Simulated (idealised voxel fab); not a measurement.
process module | voxel ribs on slabs
cross-section cut | 285 nm wide | cells 5 nm
A cross-section is a grid of square cells, given in bands from the top down. A band is one or more rows of cells.
Each band's line starts with the height of the band's top and of its bottom, in nm. Then come its materials from left to right, each with its width in nm. One material with "throughout" fills the band from edge to edge. "air" is empty space.
Height 0 is the level under which the wafer as received is all one material. The lowest band goes on downwards, as in "0 down".
A width such as "30 to 40" changes by the same amount from each row of cells to the next, from the band's top row to its bottom row.
"no change" after a step means that no cell of the cross-section changed.
closed voids: empty space of 8 cells or more with no open way to the top, each as width x height at its distance from the left edge, in nm
after a step's settings: what the simulator itself notes on the step
overlay nm, on a step with a mask: how far to the right of its planned place the mask lay; to the left if negative
plan
1 op RECEIVE | material Si
2 op DIRECTIONAL_DEP | material SiO2 | thk nm 20
3 op DIRECTIONAL_DEP | material SiN | thk nm 20
4 op MASKED_ETCH | tone cover | mask id RIB | width nm 20 | etch materials SiN | depth nm 10 | overlay nm 0
5 op PATTERN | tone cover | mask id SLAB | material resist | width nm 60 | thk nm 20 | overlay nm 0
6 op DIRECTIONAL_ETCH | etch materials SiN | depth nm 10
7 op STRIP | etch materials resist
8 op FILL_DEP | material SiO2 | thk nm 20
9 op CMP | height nm 55
10 op DIRECTIONAL_DEP | material W | thk nm 10
11 op MASKED_ETCH | tone cover | mask id HEATER | width nm 30 | etch materials W | depth nm 10 | overlay nm 0
12 op CONFORMAL_DEP | material SiO2 | thk nm 10
first wafer, as planned
as received, after step 1
  0 down: Si throughout
  closed voids: none
after step 2
  20 to 0: SiO2 throughout
  below 0: unchanged
after step 3
  40 to 20: SiN throughout
  below 20: unchanged
after step 4
  40 to 30: air 130 | SiN 20 | air 135
  below 30: unchanged
after step 5
  60 to 40: air 110 | resist 60 | air 115
  40 to 30: air 110 | resist 20 | SiN 20 | resist 20 | air 115
  below 30: unchanged
after step 6
  60 to 40: air 110 | resist 60 | air 115
  40 to 30: air 110 | resist 20 | SiN 20 | resist 20 | air 115
  30 to 20: air 110 | SiN 60 | air 115
  below 20: unchanged
after step 7
  40 to 30: air 130 | SiN 20 | air 135
  below 30: unchanged
after step 8
  60 to 40: SiO2 throughout
  40 to 30: SiO2 130 | SiN 20 | SiO2 135
  30 to 20: SiO2 110 | SiN 60 | SiO2 115
  below 20: unchanged
after step 9
  55 to 40: SiO2 throughout
  below 40: unchanged
after step 10
  65 to 55: W throughout
  below 55: unchanged
after step 11
  65 to 55: air 125 | W 30 | air 130
  below 55: unchanged
after step 12
  75 to 65: air 115 | SiO2 50 | air 120
  65 to 55: SiO2 125 | W 30 | SiO2 130
  below 55: unchanged
second wafer: like start, like plan, one mistake. Through step 10 it matches the first wafer
when step 11 should have ended
  65 to 55: W 125 | air 30 | W 130
  below 55: unchanged
when step 12 should have ended
  75 to 65: SiO2 135 | air 10 | SiO2 140
  65 to 55: W 125 | SiO2 30 | W 130
  below 55: unchanged
what went wrong: step 11 ran as: op MASKED_ETCH | tone open | mask id HEATER | width nm 30 | etch materials W | depth nm 10 | overlay nm 0
at the end the second wafer has, in cells: 90 more of W
